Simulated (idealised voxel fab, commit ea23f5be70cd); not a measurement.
This section sets out a process module, namely voxel ribs on slabs.
Cross-section cut: width 250 nm, square cells of 5 nm.
Cross-sections here: square-cell grids, written as top-down lists of bands, a band being one or more rows of cells. Band: top height; bottom height; in nm. Then, left to right: material with width in nm, for each material. "all across": a single material spanning edge to edge. "air": empty space. Beneath 0, the wafer as received is one material, and that level is where height counting begins. The lowest band goes on downward without a bottom; it is written like "0 and below". Read "30..40" as a graded width: first number on top, second number at the bottom, same change between each pair of neighbouring rows. What does "remained unchanged" mean for a step? It means no cell of the cross-section changed in that step. Reported under the label "Fully enclosed voids" are the empty spaces having no open way to the top and comprising 8 cells or more; the notation for each is width x height at distance, in which the distance is measured from the left edge and all three values are in nm. Text after the settings on a step's line: the simulator's own remark on that step. The setting "overlay nm" may be written on the line of a step. When the step uses a mask, the value reports how far to the right of the planned place the mask lay, and a negative value reports that it lay to the left.
### Process steps (planned)
1. RECEIVE: material Si
2. DIRECTIONAL_DEP: material SiO2, thk nm 25
3. DIRECTIONAL_DEP: material SiN, thk nm 25
4. MASKED_ETCH: tone cover, mask id RIB, width nm 15, etch materials SiN, depth nm 20, overlay nm 0
5. DIRECTIONAL_DEP: material aC, thk nm 10
6. PATTERN: tone cover, mask id SLAB, material resist, width nm 55, thk nm 25, overlay nm 0
7. DIRECTIONAL_ETCH: etch materials aC, depth nm 10
8. STRIP: etch materials resist
9. DIRECTIONAL_ETCH: etch materials SiN, depth nm 5
10. STRIP: etch materials aC
11. FILL_DEP: material SiO2, thk nm 25
12. CMP: height nm 65
13. DIRECTIONAL_DEP: material TiN, thk nm 10
14. MASKED_ETCH: tone cover, mask id HEATER, width nm 25, etch materials TiN, depth nm 10, overlay nm 0
15. CONFORMAL_DEP: material SiN, thk nm 5
### So this is the incoming wafer in cross-section - it's already been through step 1
  0 and below = Si all across
  Fully enclosed voids: none
### Cross-sectional result after module completion. Note: starting condition and plan are unchanged from above; one processing mistake was made
  80 down to 75 = air 105, SiN 35, air 110
  75 down to 70 = air 105, SiN 5, TiN 25, SiN 5, air 110
  70 down to 65 = SiN 110, TiN 25, SiN 115
  65 down to 50 = SiO2 all across
  50 down to 30 = SiO2 115, SiN 20, SiO2 115
  30 down to 25 = SiO2 95, SiN 55, SiO2 100
  25 down to 0 = SiO2 all across
  0 and below = Si all across
  Fully enclosed voids: none
Deviation noted in wafer processing: planned and actual differ for step 4; actual: MASKED_ETCH: tone cover, mask id RIB, width nm 20, etch materials SiN, depth nm 20, overlay nm 0
